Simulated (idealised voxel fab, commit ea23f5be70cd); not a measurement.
Process module in this document: voxel lift off
Cross-section cut: width 250 nm, square cells of 5 nm.
This document writes a cross-section as a grid whose cells are square, and gives it as bands, listed from the top down; one or more rows of cells form a band. A band entry consists of two parts. The first gives the height of the band's top and the height of its bottom, in nm. The rest lists the band's materials from left to right, each with its width in nm. A single material labelled with the word "throughout" fills the band from edge to edge, and the word "empty" marks empty space. Zero point of the height axis is 0; under it, received wafer = one material. Lowest band: continues down indefinitely, "0 and below". You'd read "30 to 40" like this: the band's top row of cells is as wide as the first number, its bottom row is as wide as the second, and going down, every row changes width by the same amount as the row before did. "all unchanged", as given for a step, is the statement that not any cell of the cross-section underwent a change during that step. "Enclosed void entries": empty spaces of 8 cells or more with no open way to the top, each given as width x height at distance, distance from the left edge, all in nm. after a step's settings: what the simulator itself notes on the step. overlay nm: where the mask lay relative to plan, measured to the right, on steps with a mask; negatives go left.

**Process steps - plan**
1. RECEIVE [material Si]
2. CONFORMAL_DEP [material SiN] [thk nm 15]
3. PATTERN [tone open] [mask id LINES] [material resist] [width nm 15] [pitch nm 50] [thk nm 20] [overlay nm 0]
4. DIRECTIONAL_DEP [material Ru] [thk nm 10]
5. STRIP [etch materials resist]
6. CONFORMAL_DEP [material SiCN] [thk nm 5]
What sets these wafers apart? The width nm at step 3. They all start alike, and the plan carries the first wafer's value.

**Cross-section, first of several wafers, as delivered after step 1**
  0 and below | Si throughout
  Enclosed void entries: none

**First wafer of several, cross-section, module end, after step 6 (last)**
  30 down to 25 | empty 90 / SiCN 25 / empty 25 / SiCN 25 / empty 85
  25 down to 20 | empty 90 / SiCN 5 / Ru 15 / SiCN 5 / empty 25 / SiCN 5 / Ru 15 / SiCN 5 / empty 85
  20 down to 15 | SiCN 95 / Ru 15 / SiCN 35 / Ru 15 / SiCN 90
  15 down to 0 | SiN throughout
  0 and below | Si throughout
  Enclosed void entries: none

**last wafer at the end**
  30 down to 25 | empty 80 / SiCN 45 / empty 5 / SiCN 45 / empty 75
  25 down to 20 | empty 80 / SiCN 5 / Ru 35 / SiCN 5 / empty 5 / SiCN 5 / Ru 35 / SiCN 5 / empty 75
  20 down to 15 | SiCN 85 / Ru 35 / SiCN 15 / Ru 35 / SiCN 80
  15 down to 0 | SiN throughout
  0 and below | Si throughout
  Enclosed void entries: none

**Wafer rows, end of module: cells per material gained (+) or lost (-) since receipt; closed voids last**
width nm 15; +12 Ru; +58 SiCN; +150 SiN; Enclosed void entries: none
width nm 20; +16 Ru; +58 SiCN; +150 SiN; Enclosed void entries: none
width nm 25; +20 Ru; +58 SiCN; +150 SiN; Enclosed void entries: none
width nm 30; +24 Ru; +58 SiCN; +150 SiN; Enclosed void entries: none
width nm 35; +28 Ru; +58 SiCN; +150 SiN; Enclosed void entries: none
